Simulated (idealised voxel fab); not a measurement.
A process module follows: voxel wiring stack.
Pictured: cross-section cut, 140 nm wide, on a grid of 5 nm square cells.
Cross-section spec: square-cell grid; bands listed top down; each band is one or more rows. Band entry format. Leading values: height of top, height of bottom, nm. Remainder: materials in left-to-right order, each with its width in nm. Special words: "throughout" on a single material, which then fills the band edge to edge; "empty", empty space. Ref level 0: as-received wafer is one material below here. Bottom band extends down with no lower bound ("0 down"). When a width is written as two numbers, as in "30..40", the first number is the width in the top row of cells of the band and the second is the width in its bottom row, and the width changes by the same amount from each row to the next. It should be understood that the words "remains unaltered", when stated for a given step, signify that the cross-section underwent no change in any of its cells during that step. Closed empty spaces (no open way to the top) of 8 cells or more are what "Unvented voids" lists, each as width x height at distance from the left edge, nm for all three. Note: text after step settings on the step line = simulator remark on that step. You can add "overlay nm" to a step's line. For a step with a mask, it describes how far the mask lay to the right of its planned position, and a negative number describes a lay to the left.
[Process steps foreseen in the plan]
1: RECEIVE, material Si
2: CONFORMAL_DEP, material SiO2, thk nm 10
3: CONFORMAL_DEP, material SiN, thk nm 5
4: DIRECTIONAL_DEP, material lowk, thk nm 15
5: PATTERN, tone open, mask id METAL_1, material resist, width nm 30, pitch nm 50, thk nm 20, overlay nm 0
6: DIRECTIONAL_ETCH, etch materials lowk, depth nm 15
7: DIRECTIONAL_ETCH, etch materials SiN, depth nm 5
8: STRIP, etch materials resist
9: CONFORMAL_DEP, material TiN, thk nm 5
10: FILL_DEP, material Cu, thk nm 5
11: CMP, height nm 30
12: CONFORMAL_DEP, material SiCN, thk nm 5
13: DIRECTIONAL_DEP, material SiO2, thk nm 30
14: MASKED_ETCH, tone open, mask id METAL_2_HOLES, width nm 15, pitch nm 50, etch materials SiO2, depth nm 30, overlay nm 0
15: DIRECTIONAL_DEP, material aC, thk nm 15
16: PATTERN, tone open, mask id METAL_2, material resist, width nm 30, pitch nm 50, thk nm 30, overlay nm 0
17: DIRECTIONAL_ETCH, etch materials aC, depth nm 15
18: STRIP, etch materials resist
19: DIRECTIONAL_ETCH, etch materials SiO2, depth nm 15
20: DIRECTIONAL_ETCH, etch materials SiCN, depth nm 5
21: STRIP, etch materials aC
22: CONFORMAL_DEP, material TiN, thk nm 5
23: FILL_DEP, material Cu, thk nm 5
24: CMP, height nm 65
25: CONFORMAL_DEP, material SiCN, thk nm 5
26: DIRECTIONAL_DEP, material lowk, thk nm 10
27: PATTERN, tone open, mask id PLUG_2, material resist, width nm 15, pitch nm 50, thk nm 15, overlay nm 0
28: DIRECTIONAL_ETCH, etch materials lowk, depth nm 10
29: DIRECTIONAL_ETCH, etch materials SiCN, depth nm 5
30: STRIP, etch materials resist
31: EPI, material Ru, thk nm 10
32: EPI, material Ru, thk nm 5
33: CONFORMAL_DEP, material SiCN, thk nm 5
34: DIRECTIONAL_DEP, material lowk, thk nm 15
35: PATTERN, tone open, mask id METAL_3, material resist, width nm 30, pitch nm 50, thk nm 20, overlay nm 0
36: DIRECTIONAL_ETCH, etch materials lowk, depth nm 15
37: DIRECTIONAL_ETCH, etch materials SiCN, depth nm 5
38: STRIP, etch materials resist
39: CONFORMAL_DEP, material TiN, thk nm 5
40: FILL_DEP, material Ru, thk nm 5
41: CMP, height nm 100
42: EPI, material Ru, thk nm 5
43: FILL_DEP, material SiCN, thk nm 5
44: DIRECTIONAL_DEP, material lowk, thk nm 30
45: PATTERN, tone open, mask id METAL_4_HOLES, material resist, width nm 15, thk nm 20, overlay nm 0
46: DIRECTIONAL_ETCH, etch materials lowk, depth nm 30
47: STRIP, etch materials resist
48: PATTERN, tone open, mask id METAL_4, material resist, width nm 30, pitch nm 50, thk nm 15, overlay nm 0
49: DIRECTIONAL_ETCH, etch materials lowk, depth nm 15
50: DIRECTIONAL_ETCH, etch materials SiCN, depth nm 5
51: STRIP, etch materials resist
52: CONFORMAL_DEP, material TiN, thk nm 5
53: FILL_DEP, material Cu, thk nm 10
54: CMP, height nm 140
55: CONFORMAL_DEP, material SiN, thk nm 5
[The first of the two wafers, which ran as planned]
[So this is the incoming wafer in cross-section - it's already been through step 1]
    0 down | Si throughout
    Unvented voids: none
[Presented here is a cross-section of the wafer after step 2 has been performed]
    10 to 0 | SiO2 throughout
    Below a height of 0, the structure has not been altered.
[Presented here is a cross-section of the wafer after step 3 has been performed]
    15 to 10 | SiN throughout
    Below a height of 10, the structure has not been altered.
[Presented here is a cross-section of the wafer after step 4 has been performed]
    30 to 15 | lowk throughout
    Below a height of 15, the structure has not been altered.
[Presented here is a cross-section of the wafer after step 5 has been performed]
    50 to 30 | resist: 30 / empty: 30 / resist: 20 / empty: 30 / resist: 30
    Below a height of 30, the structure has not been altered.
[Presented here is a cross-section of the wafer after step 6 has been performed]
    50 to 30 | resist: 30 / empty: 30 / resist: 20 / empty: 30 / resist: 30
    30 to 15 | lowk: 30 / empty: 30 / lowk: 20 / empty: 30 / lowk: 30
    Below a height of 15, the structure has not been altered.
[Presented here is a cross-section of the wafer after step 7 has been performed]
    50 to 30 | resist: 30 / empty: 30 / resist: 20 / empty: 30 / resist: 30
    30 to 15 | lowk: 30 / empty: 30 / lowk: 20 / empty: 30 / lowk: 30
    15 to 10 | SiN: 30 / empty: 30 / SiN: 20 / empty: 30 / SiN: 30
    Below a height of 10, the structure has not been altered.
[Presented here is a cross-section of the wafer after step 8 has been performed]
    30 to 15 | lowk: 30 / empty: 30 / lowk: 20 / empty: 30 / lowk: 30
    Below a height of 15, the structure has not been altered.
[Presented here is a cross-section of the wafer after step 9 has been performed]
    35 to 30 | TiN: 35 / empty: 20 / TiN: 30 / empty: 20 / TiN: 35
    30 to 15 | lowk: 30 / TiN: 5 / empty: 20 / TiN: 5 / lowk: 20 / TiN: 5 / empty: 20 / TiN: 5 / lowk: 30
    15 to 10 | SiN: 30 / TiN: 30 / SiN: 20 / TiN: 30 / SiN: 30
    Below a height of 10, the structure has not been altered.
[Presented here is a cross-section of the wafer after step 10 has been performed]
    40 to 35 | Cu throughout
    35 to 30 | TiN: 35 / Cu: 20 / TiN: 30 / Cu: 20 / TiN: 35
    30 to 15 | lowk: 30 / TiN: 5 / Cu: 20 / TiN: 5 / lowk: 20 / TiN: 5 / Cu: 20 / TiN: 5 / lowk: 30
    Below a height of 15, the structure has not been altered.
[Presented here is a cross-section of the wafer after step 11 has been performed]
    30 to 15 | lowk: 30 / TiN: 5 / Cu: 20 / TiN: 5 / lowk: 20 / TiN: 5 / Cu: 20 / TiN: 5 / lowk: 30
    Below a height of 15, the structure has not been altered.
[Presented here is a cross-section of the wafer after step 12 has been performed]
    35 to 30 | SiCN throughout
    Below a height of 30, the structure has not been altered.
[Presented here is a cross-section of the wafer after step 13 has been performed]
    65 to 35 | SiO2 throughout
    Below a height of 35, the structure has not been altered.
[Presented here is a cross-section of the wafer after step 14 has been performed]
    65 to 35 | SiO2: 30 / empty: 15 / SiO2: 35 / empty: 15 / SiO2: 45
    Below a height of 35, the structure has not been altered.
[Presented here is a cross-section of the wafer after step 15 has been performed]
    80 to 65 | aC: 30 / empty: 15 / aC: 35 / empty: 15 / aC: 45
    65 to 50 | SiO2: 30 / empty: 15 / SiO2: 35 / empty: 15 / SiO2: 45
    50 to 35 | SiO2: 30 / aC: 15 / SiO2: 35 / aC: 15 / SiO2: 45
    Below a height of 35, the structure has not been altered.
[Presented here is a cross-section of the wafer after step 16 has been performed]
    110 to 80 | resist: 30 / empty: 30 / resist: 20 / empty: 30 / resist: 30
    Below a height of 80, the structure has not been altered.
[Presented here is a cross-section of the wafer after step 17 has been performed]
    95 to 80 | resist: 30 / empty: 30 / resist: 20 / empty: 30 / resist: 30
    80 to 65 | aC: 30 / empty: 30 / aC: 20 / empty: 30 / aC: 30
    65 to 35 | SiO2: 30 / empty: 15 / SiO2: 35 / empty: 15 / SiO2: 45
    Below a height of 35, the structure has not been altered.
[Presented here is a cross-section of the wafer after step 18 has been performed]
    80 to 65 | aC: 30 / empty: 30 / aC: 20 / empty: 30 / aC: 30
    Below a height of 65, the structure has not been altered.
[Presented here is a cross-section of the wafer after step 19 has been performed]
    80 to 65 | aC: 30 / empty: 30 / aC: 20 / empty: 30 / aC: 30
    65 to 50 | SiO2: 30 / empty: 30 / SiO2: 20 / empty: 30 / SiO2: 30
    Below a height of 50, the structure has not been altered.
[Presented here is a cross-section of the wafer after step 20 has been performed]
    80 to 65 | aC: 30 / empty: 30 / aC: 20 / empty: 30 / aC: 30
    65 to 50 | SiO2: 30 / empty: 30 / SiO2: 20 / empty: 30 / SiO2: 30
    50 to 35 | SiO2: 30 / empty: 15 / SiO2: 35 / empty: 15 / SiO2: 45
    35 to 30 | SiCN: 30 / empty: 15 / SiCN: 35 / empty: 15 / SiCN: 45
    Below a height of 30, the structure has not been altered.
[Presented here is a cross-section of the wafer after step 21 has been performed]
    65 to 50 | SiO2: 30 / empty: 30 / SiO2: 20 / empty: 30 / SiO2: 30
    Below a height of 50, the structure has not been altered.
[Presented here is a cross-section of the wafer after step 22 has been performed]
    70 to 65 | TiN: 35 / empty: 20 / TiN: 30 / empty: 20 / TiN: 35
    65 to 55 | SiO2: 30 / TiN: 5 / empty: 20 / TiN: 5 / SiO2: 20 / TiN: 5 / empty: 20 / TiN: 5 / SiO2: 30
    55 to 50 | SiO2: 30 / TiN: 5 / empty: 5 / TiN: 20 / SiO2: 20 / TiN: 5 / empty: 5 / TiN: 20 / SiO2: 30
    50 to 35 | SiO2: 30 / TiN: 5 / empty: 5 / TiN: 5 / SiO2: 35 / TiN: 5 / empty: 5 / TiN: 5 / SiO2: 45
    35 to 30 | SiCN: 30 / TiN: 15 / SiCN: 35 / TiN: 15 / SiCN: 45
    Below a height of 30, the structure has not been altered.
[Presented here is a cross-section of the wafer after step 23 has been performed]
    75 to 70 | Cu throughout
    70 to 65 | TiN: 35 / Cu: 20 / TiN: 30 / Cu: 20 / TiN: 35
    65 to 55 | SiO2: 30 / TiN: 5 / Cu: 20 / TiN: 5 / SiO2: 20 / TiN: 5 / Cu: 20 / TiN: 5 / SiO2: 30
    55 to 50 | SiO2: 30 / TiN: 5 / Cu: 5 / TiN: 20 / SiO2: 20 / TiN: 5 / Cu: 5 / TiN: 20 / SiO2: 30
    50 to 35 | SiO2: 30 / TiN: 5 / Cu: 5 / TiN: 5 / SiO2: 35 / TiN: 5 / Cu: 5 / TiN: 5 / SiO2: 45
    Below a height of 35, the structure has not been altered.
[Presented here is a cross-section of the wafer after step 24 has been performed]
    65 to 55 | SiO2: 30 / TiN: 5 / Cu: 20 / TiN: 5 / SiO2: 20 / TiN: 5 / Cu: 20 / TiN: 5 / SiO2: 30
    Below a height of 55, the structure has not been altered.
[Presented here is a cross-section of the wafer after step 25 has been performed]
    70 to 65 | SiCN throughout
    Below a height of 65, the structure has not been altered.
[Presented here is a cross-section of the wafer after step 26 has been performed]
    80 to 70 | lowk throughout
    Below a height of 70, the structure has not been altered.
[Presented here is a cross-section of the wafer after step 27 has been performed]
    95 to 80 | resist: 30 / empty: 15 / resist: 35 / empty: 15 / resist: 45
    Below a height of 80, the structure has not been altered.
[Presented here is a cross-section of the wafer after step 28 has been performed]
    95 to 80 | resist: 30 / empty: 15 / resist: 35 / empty: 15 / resist: 45
    80 to 70 | lowk: 30 / empty: 15 / lowk: 35 / empty: 15 / lowk: 45
    Below a height of 70, the structure has not been altered.
[Presented here is a cross-section of the wafer after step 29 has been performed]
    95 to 80 | resist: 30 / empty: 15 / resist: 35 / empty: 15 / resist: 45
    80 to 70 | lowk: 30 / empty: 15 / lowk: 35 / empty: 15 / lowk: 45
    70 to 65 | SiCN: 30 / empty: 15 / SiCN: 35 / empty: 15 / SiCN: 45
    Below a height of 65, the structure has not been altered.
[Presented here is a cross-section of the wafer after step 30 has been performed]
    80 to 70 | lowk: 30 / empty: 15 / lowk: 35 / empty: 15 / lowk: 45
    Below a height of 70, the structure has not been altered.
[Presented here is a cross-section of the wafer after step 31 has been performed]
    80 to 75 | lowk: 30 / empty: 15 / lowk: 35 / empty: 15 / lowk: 45
    75 to 70 | lowk: 30 / Ru: 15 / lowk: 35 / Ru: 15 / lowk: 45
    70 to 65 | SiCN: 30 / Ru: 15 / SiCN: 35 / Ru: 15 / SiCN: 45
    Below a height of 65, the structure has not been altered.
[Presented here is a cross-section of the wafer after step 32 has been performed]
    80 to 70 | lowk: 30 / Ru: 15 / lowk: 35 / Ru: 15 / lowk: 45
    Below a height of 70, the structure has not been altered.
[Presented here is a cross-section of the wafer after step 33 has been performed]
    85 to 80 | SiCN throughout
    Below a height of 80, the structure has not been altered.
[Presented here is a cross-section of the wafer after step 34 has been performed]
    100 to 85 | lowk throughout
    Below a height of 85, the structure has not been altered.
[Presented here is a cross-section of the wafer after step 35 has been performed]
    120 to 100 | resist: 30 / empty: 30 / resist: 20 / empty: 30 / resist: 30
    Below a height of 100, the structure has not been altered.
[Presented here is a cross-section of the wafer after step 36 has been performed]
    120 to 100 | resist: 30 / empty: 30 / resist: 20 / empty: 30 / resist: 30
    100 to 85 | lowk: 30 / empty: 30 / lowk: 20 / empty: 30 / lowk: 30
    Below a height of 85, the structure has not been altered.
[Presented here is a cross-section of the wafer after step 37 has been performed]
    120 to 100 | resist: 30 / empty: 30 / resist: 20 / empty: 30 / resist: 30
    100 to 85 | lowk: 30 / empty: 30 / lowk: 20 / empty: 30 / lowk: 30
    85 to 80 | SiCN: 30 / empty: 30 / SiCN: 20 / empty: 30 / SiCN: 30
    Below a height of 80, the structure has not been altered.
[Presented here is a cross-section of the wafer after step 38 has been performed]
    100 to 85 | lowk: 30 / empty: 30 / lowk: 20 / empty: 30 / lowk: 30
    Below a height of 85, the structure has not been altered.
[Presented here is a cross-section of the wafer after step 39 has been performed]
    105 to 100 | TiN: 35 / empty: 20 / TiN: 30 / empty: 20 / TiN: 35
    100 to 85 | lowk: 30 / TiN: 5 / empty: 20 / TiN: 5 / lowk: 20 / TiN: 5 / empty: 20 / TiN: 5 / lowk: 30
    85 to 80 | SiCN: 30 / TiN: 30 / SiCN: 20 / TiN: 30 / SiCN: 30
    Below a height of 80, the structure has not been altered.
[Presented here is a cross-section of the wafer after step 40 has been performed]
    110 to 105 | Ru throughout
    105 to 100 | TiN: 35 / Ru: 20 / TiN: 30 / Ru: 20 / TiN: 35
    100 to 85 | lowk: 30 / TiN: 5 / Ru: 20 / TiN: 5 / lowk: 20 / TiN: 5 / Ru: 20 / TiN: 5 / lowk: 30
    Below a height of 85, the structure has not been altered.
[Presented here is a cross-section of the wafer after step 41 has been performed]
    100 to 85 | lowk: 30 / TiN: 5 / Ru: 20 / TiN: 5 / lowk: 20 / TiN: 5 / Ru: 20 / TiN: 5 / lowk: 30
    Below a height of 85, the structure has not been altered.
[Presented here is a cross-section of the wafer after step 42 has been performed]
    105 to 100 | empty: 25 / Ru: 40 / empty: 10 / Ru: 40 / empty: 25
    Below a height of 100, the structure has not been altered.
[Presented here is a cross-section of the wafer after step 43 has been performed]
    110 to 105 | SiCN throughout
    105 to 100 | SiCN: 25 / Ru: 40 / SiCN: 10 / Ru: 40 / SiCN: 25
    Below a height of 100, the structure has not been altered.
[Presented here is a cross-section of the wafer after step 44 has been performed]
    140 to 110 | lowk throughout
    Below a height of 110, the structure has not been altered.
[Presented here is a cross-section of the wafer after step 45 has been performed]
    160 to 140 | resist: 30 / empty: 15 / resist: 95
    Below a height of 140, the structure has not been altered.
[Presented here is a cross-section of the wafer after step 46 has been performed]
    160 to 140 | resist: 30 / empty: 15 / resist: 95
    140 to 110 | lowk: 30 / empty: 15 / lowk: 95
    Below a height of 110, the structure has not been altered.
[Presented here is a cross-section of the wafer after step 47 has been performed]
    140 to 110 | lowk: 30 / empty: 15 / lowk: 95
    Below a height of 110, the structure has not been altered.
[Presented here is a cross-section of the wafer after step 48 has been performed]
    155 to 140 | resist: 30 / empty: 30 / resist: 20 / empty: 30 / resist: 30
    Below a height of 140, the structure has not been altered.
[Presented here is a cross-section of the wafer after step 49 has been performed]
    155 to 140 | resist: 30 / empty: 30 / resist: 20 / empty: 30 / resist: 30
    140 to 125 | lowk: 30 / empty: 30 / lowk: 20 / empty: 30 / lowk: 30
    Below a height of 125, the structure has not been altered.
[Presented here is a cross-section of the wafer after step 50 has been performed]
    155 to 140 | resist: 30 / empty: 30 / resist: 20 / empty: 30 / resist: 30
    140 to 125 | lowk: 30 / empty: 30 / lowk: 20 / empty: 30 / lowk: 30
    125 to 110 | lowk: 30 / empty: 15 / lowk: 95
    110 to 105 | SiCN: 30 / empty: 15 / SiCN: 95
    Below a height of 105, the structure has not been altered.
[Presented here is a cross-section of the wafer after step 51 has been performed]
    140 to 125 | lowk: 30 / empty: 30 / lowk: 20 / empty: 30 / lowk: 30
    Below a height of 125, the structure has not been altered.
[Presented here is a cross-section of the wafer after step 52 has been performed]
    145 to 140 | TiN: 35 / empty: 20 / TiN: 30 / empty: 20 / TiN: 35
    140 to 130 | lowk: 30 / TiN: 5 / empty: 20 / TiN: 5 / lowk: 20 / TiN: 5 / empty: 20 / TiN: 5 / lowk: 30
    130 to 125 | lowk: 30 / TiN: 5 / empty: 5 / TiN: 20 / lowk: 20 / TiN: 30 / lowk: 30
    125 to 110 | lowk: 30 / TiN: 5 / empty: 5 / TiN: 5 / lowk: 95
    110 to 105 | SiCN: 30 / TiN: 15 / SiCN: 95
    Below a height of 105, the structure has not been altered.
[Presented here is a cross-section of the wafer after step 53 has been performed]
    155 to 145 | Cu throughout
    145 to 140 | TiN: 35 / Cu: 20 / TiN: 30 / Cu: 20 / TiN: 35
    140 to 130 | lowk: 30 / TiN: 5 / Cu: 20 / TiN: 5 / lowk: 20 / TiN: 5 / Cu: 20 / TiN: 5 / lowk: 30
    130 to 125 | lowk: 30 / TiN: 5 / Cu: 5 / TiN: 20 / lowk: 20 / TiN: 30 / lowk: 30
    125 to 110 | lowk: 30 / TiN: 5 / Cu: 5 / TiN: 5 / lowk: 95
    Below a height of 110, the structure has not been altered.
[Presented here is a cross-section of the wafer after step 54 has been performed]
    140 to 130 | lowk: 30 / TiN: 5 / Cu: 20 / TiN: 5 / lowk: 20 / TiN: 5 / Cu: 20 / TiN: 5 / lowk: 30
    Below a height of 130, the structure has not been altered.
[Presented here is a cross-section of the wafer after step 55 has been performed]
    145 to 140 | SiN throughout
    Below a height of 140, the structure has not been altered.
[The second wafer was prepared from the same starting point and under the same plan as the first; its processing contained one mistake, and it remains indistinguishable from the first wafer up to and including step 18]
[At the planned end of step 19, the second wafer in cross-section]
    80 to 65 | aC: 30 / empty: 30 / aC: 20 / empty: 30 / aC: 30
    65 to 45 | SiO2: 30 / empty: 30 / SiO2: 20 / empty: 30 / SiO2: 30
    Below a height of 45, the structure has not been altered.
[At the planned end of step 20, the second wafer in cross-section]
    80 to 65 | aC: 30 / empty: 30 / aC: 20 / empty: 30 / aC: 30
    65 to 45 | SiO2: 30 / empty: 30 / SiO2: 20 / empty: 30 / SiO2: 30
    45 to 35 | SiO2: 30 / empty: 15 / SiO2: 35 / empty: 15 / SiO2: 45
    35 to 30 | SiCN: 30 / empty: 15 / SiCN: 35 / empty: 15 / SiCN: 45
    Below a height of 30, the structure has not been altered.
[At the planned end of step 21, the second wafer in cross-section]
    65 to 45 | SiO2: 30 / empty: 30 / SiO2: 20 / empty: 30 / SiO2: 30
    Below a height of 45, the structure has not been altered.
[At the planned end of step 22, the second wafer in cross-section]
    70 to 65 | TiN: 35 / empty: 20 / TiN: 30 / empty: 20 / TiN: 35
    65 to 50 | SiO2: 30 / TiN: 5 / empty: 20 / TiN: 5 / SiO2: 20 / TiN: 5 / empty: 20 / TiN: 5 / SiO2: 30
    50 to 45 | SiO2: 30 / TiN: 5 / empty: 5 / TiN: 20 / SiO2: 20 / TiN: 5 / empty: 5 / TiN: 20 / SiO2: 30
    45 to 35 | SiO2: 30 / TiN: 5 / empty: 5 / TiN: 5 / SiO2: 35 / TiN: 5 / empty: 5 / TiN: 5 / SiO2: 45
    35 to 30 | SiCN: 30 / TiN: 15 / SiCN: 35 / TiN: 15 / SiCN: 45
    Below a height of 30, the structure has not been altered.
[At the planned end of step 23, the second wafer in cross-section]
    75 to 70 | Cu throughout
    70 to 65 | TiN: 35 / Cu: 20 / TiN: 30 / Cu: 20 / TiN: 35
    65 to 50 | SiO2: 30 / TiN: 5 / Cu: 20 / TiN: 5 / SiO2: 20 / TiN: 5 / Cu: 20 / TiN: 5 / SiO2: 30
    50 to 45 | SiO2: 30 / TiN: 5 / Cu: 5 / TiN: 20 / SiO2: 20 / TiN: 5 / Cu: 5 / TiN: 20 / SiO2: 30
    45 to 35 | SiO2: 30 / TiN: 5 / Cu: 5 / TiN: 5 / SiO2: 35 / TiN: 5 / Cu: 5 / TiN: 5 / SiO2: 45
    Below a height of 35, the structure has not been altered.
[At the planned end of step 24, the second wafer in cross-section]
    65 to 50 | SiO2: 30 / TiN: 5 / Cu: 20 / TiN: 5 / SiO2: 20 / TiN: 5 / Cu: 20 / TiN: 5 / SiO2: 30
    Below a height of 50, the structure has not been altered.
[At the planned end of step 25, the second wafer in cross-section]
    70 to 65 | SiCN throughout
    Below a height of 65, the structure has not been altered.
[At the planned end of step 26, the second wafer in cross-section]
    80 to 70 | lowk throughout
    Below a height of 70, the structure has not been altered.
[At the planned end of step 27, the second wafer in cross-section]
    95 to 80 | resist: 30 / empty: 15 / resist: 35 / empty: 15 / resist: 45
    Below a height of 80, the structure has not been altered.
[At the planned end of step 28, the second wafer in cross-section]
    95 to 80 | resist: 30 / empty: 15 / resist: 35 / empty: 15 / resist: 45
    80 to 70 | lowk: 30 / empty: 15 / lowk: 35 / empty: 15 / lowk: 45
    Below a height of 70, the structure has not been altered.
[At the planned end of step 29, the second wafer in cross-section]
    95 to 80 | resist: 30 / empty: 15 / resist: 35 / empty: 15 / resist: 45
    80 to 70 | lowk: 30 / empty: 15 / lowk: 35 / empty: 15 / lowk: 45
    70 to 65 | SiCN: 30 / empty: 15 / SiCN: 35 / empty: 15 / SiCN: 45
    Below a height of 65, the structure has not been altered.
[At the planned end of step 30, the second wafer in cross-section]
    80 to 70 | lowk: 30 / empty: 15 / lowk: 35 / empty: 15 / lowk: 45
    Below a height of 70, the structure has not been altered.
[At the planned end of step 31, the second wafer in cross-section]
    80 to 75 | lowk: 30 / empty: 15 / lowk: 35 / empty: 15 / lowk: 45
    75 to 70 | lowk: 30 / Ru: 15 / lowk: 35 / Ru: 15 / lowk: 45
    70 to 65 | SiCN: 30 / Ru: 15 / SiCN: 35 / Ru: 15 / SiCN: 45
    Below a height of 65, the structure has not been altered.
[At the planned end of step 32, the second wafer in cross-section]
    80 to 70 | lowk: 30 / Ru: 15 / lowk: 35 / Ru: 15 / lowk: 45
    Below a height of 70, the structure has not been altered.
[At the planned end of step 33, the second wafer in cross-section]
    85 to 80 | SiCN throughout
    Below a height of 80, the structure has not been altered.
[At the planned end of step 34, the second wafer in cross-section]
    100 to 85 | lowk throughout
    Below a height of 85, the structure has not been altered.
[At the planned end of step 35, the second wafer in cross-section]
    120 to 100 | resist: 30 / empty: 30 / resist: 20 / empty: 30 / resist: 30
    Below a height of 100, the structure has not been altered.
[At the planned end of step 36, the second wafer in cross-section]
    120 to 100 | resist: 30 / empty: 30 / resist: 20 / empty: 30 / resist: 30
    100 to 85 | lowk: 30 / empty: 30 / lowk: 20 / empty: 30 / lowk: 30
    Below a height of 85, the structure has not been altered.
[At the planned end of step 37, the second wafer in cross-section]
    120 to 100 | resist: 30 / empty: 30 / resist: 20 / empty: 30 / resist: 30
    100 to 85 | lowk: 30 / empty: 30 / lowk: 20 / empty: 30 / lowk: 30
    85 to 80 | SiCN: 30 / empty: 30 / SiCN: 20 / empty: 30 / SiCN: 30
    Below a height of 80, the structure has not been altered.
[At the planned end of step 38, the second wafer in cross-section]
    100 to 85 | lowk: 30 / empty: 30 / lowk: 20 / empty: 30 / lowk: 30
    Below a height of 85, the structure has not been altered.
[At the planned end of step 39, the second wafer in cross-section]
    105 to 100 | TiN: 35 / empty: 20 / TiN: 30 / empty: 20 / TiN: 35
    100 to 85 | lowk: 30 / TiN: 5 / empty: 20 / TiN: 5 / lowk: 20 / TiN: 5 / empty: 20 / TiN: 5 / lowk: 30
    85 to 80 | SiCN: 30 / TiN: 30 / SiCN: 20 / TiN: 30 / SiCN: 30
    Below a height of 80, the structure has not been altered.
[At the planned end of step 40, the second wafer in cross-section]
    110 to 105 | Ru throughout
    105 to 100 | TiN: 35 / Ru: 20 / TiN: 30 / Ru: 20 / TiN: 35
    100 to 85 | lowk: 30 / TiN: 5 / Ru: 20 / TiN: 5 / lowk: 20 / TiN: 5 / Ru: 20 / TiN: 5 / lowk: 30
    Below a height of 85, the structure has not been altered.
[At the planned end of step 41, the second wafer in cross-section]
    100 to 85 | lowk: 30 / TiN: 5 / Ru: 20 / TiN: 5 / lowk: 20 / TiN: 5 / Ru: 20 / TiN: 5 / lowk: 30
    Below a height of 85, the structure has not been altered.
[At the planned end of step 42, the second wafer in cross-section]
    105 to 100 | empty: 25 / Ru: 40 / empty: 10 / Ru: 40 / empty: 25
    Below a height of 100, the structure has not been altered.
[At the planned end of step 43, the second wafer in cross-section]
    110 to 105 | SiCN throughout
    105 to 100 | SiCN: 25 / Ru: 40 / SiCN: 10 / Ru: 40 / SiCN: 25
    Below a height of 100, the structure has not been altered.
[At the planned end of step 44, the second wafer in cross-section]
    140 to 110 | lowk throughout
    Below a height of 110, the structure has not been altered.
[At the planned end of step 45, the second wafer in cross-section]
    160 to 140 | resist: 30 / empty: 15 / resist: 95
    Below a height of 140, the structure has not been altered.
[At the planned end of step 46, the second wafer in cross-section]
    160 to 140 | resist: 30 / empty: 15 / resist: 95
    140 to 110 | lowk: 30 / empty: 15 / lowk: 95
    Below a height of 110, the structure has not been altered.
[At the planned end of step 47, the second wafer in cross-section]
    140 to 110 | lowk: 30 / empty: 15 / lowk: 95
    Below a height of 110, the structure has not been altered.
[At the planned end of step 48, the second wafer in cross-section]
    155 to 140 | resist: 30 / empty: 30 / resist: 20 / empty: 30 / resist: 30
    Below a height of 140, the structure has not been altered.
[At the planned end of step 49, the second wafer in cross-section]
    155 to 140 | resist: 30 / empty: 30 / resist: 20 / empty: 30 / resist: 30
    140 to 125 | lowk: 30 / empty: 30 / lowk: 20 / empty: 30 / lowk: 30
    Below a height of 125, the structure has not been altered.
[At the planned end of step 50, the second wafer in cross-section]
    155 to 140 | resist: 30 / empty: 30 / resist: 20 / empty: 30 / resist: 30
    140 to 125 | lowk: 30 / empty: 30 / lowk: 20 / empty: 30 / lowk: 30
    125 to 110 | lowk: 30 / empty: 15 / lowk: 95
    110 to 105 | SiCN: 30 / empty: 15 / SiCN: 95
    Below a height of 105, the structure has not been altered.
[At the planned end of step 51, the second wafer in cross-section]
    140 to 125 | lowk: 30 / empty: 30 / lowk: 20 / empty: 30 / lowk: 30
    Below a height of 125, the structure has not been altered.
[At the planned end of step 52, the second wafer in cross-section]
    145 to 140 | TiN: 35 / empty: 20 / TiN: 30 / empty: 20 / TiN: 35
    140 to 130 | lowk: 30 / TiN: 5 / empty: 20 / TiN: 5 / lowk: 20 / TiN: 5 / empty: 20 / TiN: 5 / lowk: 30
    130 to 125 | lowk: 30 / TiN: 5 / empty: 5 / TiN: 20 / lowk: 20 / TiN: 30 / lowk: 30
    125 to 110 | lowk: 30 / TiN: 5 / empty: 5 / TiN: 5 / lowk: 95
    110 to 105 | SiCN: 30 / TiN: 15 / SiCN: 95
    Below a height of 105, the structure has not been altered.
[At the planned end of step 53, the second wafer in cross-section]
    155 to 145 | Cu throughout
    145 to 140 | TiN: 35 / Cu: 20 / TiN: 30 / Cu: 20 / TiN: 35
    140 to 130 | lowk: 30 / TiN: 5 / Cu: 20 / TiN: 5 / lowk: 20 / TiN: 5 / Cu: 20 / TiN: 5 / lowk: 30
    130 to 125 | lowk: 30 / TiN: 5 / Cu: 5 / TiN: 20 / lowk: 20 / TiN: 30 / lowk: 30
    125 to 110 | lowk: 30 / TiN: 5 / Cu: 5 / TiN: 5 / lowk: 95
    Below a height of 110, the structure has not been altered.
[At the planned end of step 54, the second wafer in cross-section]
    140 to 130 | lowk: 30 / TiN: 5 / Cu: 20 / TiN: 5 / lowk: 20 / TiN: 5 / Cu: 20 / TiN: 5 / lowk: 30
    Below a height of 130, the structure has not been altered.
[At the planned end of step 55, the second wafer in cross-section]
    145 to 140 | SiN throughout
    Below a height of 140, the structure has not been altered.
Deviation from plan: planned and actual differ for step 19; actual: DIRECTIONAL_ETCH, etch materials SiO2, depth nm 20
Final tally in cells, some materials are higher or lower on the second wafer than on the first: Cu +6 | SiO2 -6
